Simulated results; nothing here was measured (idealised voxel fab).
process module | voxel wiring stack
cross-section cut | 240 nm wide | cells 5 nm
A cross-section is a grid of square cells, given in bands from the top down. A band is one or more rows of cells.
Each band's line starts with the height of the band's top and of its bottom, in nm. Then come its materials from left to right, each with its width in nm. One material with "throughout" fills the band from edge to edge. "air" is empty space.
Height 0 is the level under which the wafer as received is all one material. The lowest band goes on downwards, as in "0 down".
A width such as "30 to 40" changes by the same amount from each row of cells to the next, from the band's top row to its bottom row.
"no change" after a step means that no cell of the cross-section changed.
closed voids: empty space of 8 cells or more with no open way to the top, each as width x height at its distance from the left edge, in nm
after a step's settings: what the simulator itself notes on the step
overlay nm, on a step with a mask: how far to the right of its planned place the mask lay; to the left if negative
plan
1 op RECEIVE | material Si
2 op CONFORMAL_DEP | material SiO2 | thk nm 15
3 op DIRECTIONAL_DEP | material TiN | thk nm 5
4 op DIRECTIONAL_DEP | material Ru | thk nm 25
5 op PATTERN | tone cover | mask id METAL_1 | material resist | width nm 15 | pitch nm 45 | thk nm 20 | overlay nm 0
6 op DIRECTIONAL_ETCH | etch materials Ru | depth nm 25
7 op DIRECTIONAL_ETCH | etch materials TiN | depth nm 5
8 op STRIP | etch materials resist
9 op FILL_DEP | material lowk | thk nm 10
10 op CMP | height nm 45
11 op CONFORMAL_DEP | material SiCN | thk nm 5
12 op DIRECTIONAL_DEP | material lowk | thk nm 25
13 op DIRECTIONAL_DEP | material aC | thk nm 10
14 op PATTERN | tone open | mask id METAL_2_HOLES | material resist | width nm 15 | pitch nm 45 | thk nm 25 | overlay nm 0
15 op DIRECTIONAL_ETCH | etch materials aC | depth nm 10
16 op STRIP | etch materials resist
17 op DIRECTIONAL_ETCH | etch materials lowk | depth nm 25
18 op STRIP | etch materials aC
19 op MASKED_ETCH | tone open | mask id METAL_2 | width nm 25 | pitch nm 45 | etch materials lowk | depth nm 15 | overlay nm 0
20 op MASKED_ETCH | tone open | mask id METAL_2 | width nm 25 | pitch nm 45 | etch materials SiCN | depth nm 5 | overlay nm 0
21 op CONFORMAL_DEP | material TiN | thk nm 5
22 op FILL_DEP | material Cu | thk nm 10
23 op CMP | height nm 75
24 op CONFORMAL_DEP | material SiCN | thk nm 5
varied across the wafers: width nm of step 5. The plan shows the first wafer's value. All wafers start alike
first wafer as received, after step 1
  0 down: Si throughout
  closed voids: none
each wafer at the end: cells of each material gained (+) or lost (-) since it was received, then its closed voids
width nm 15 | +36 Cu | +60 Ru | +84 SiCN | +144 SiO2 | +72 TiN | +372 lowk | closed voids: none
width nm 20 | +36 Cu | +80 Ru | +84 SiCN | +144 SiO2 | +76 TiN | +348 lowk | closed voids: none
width nm 25 | +36 Cu | +100 Ru | +84 SiCN | +144 SiO2 | +80 TiN | +324 lowk | closed voids: none
width nm 30 | +36 Cu | +120 Ru | +84 SiCN | +144 SiO2 | +84 TiN | +300 lowk | closed voids: none
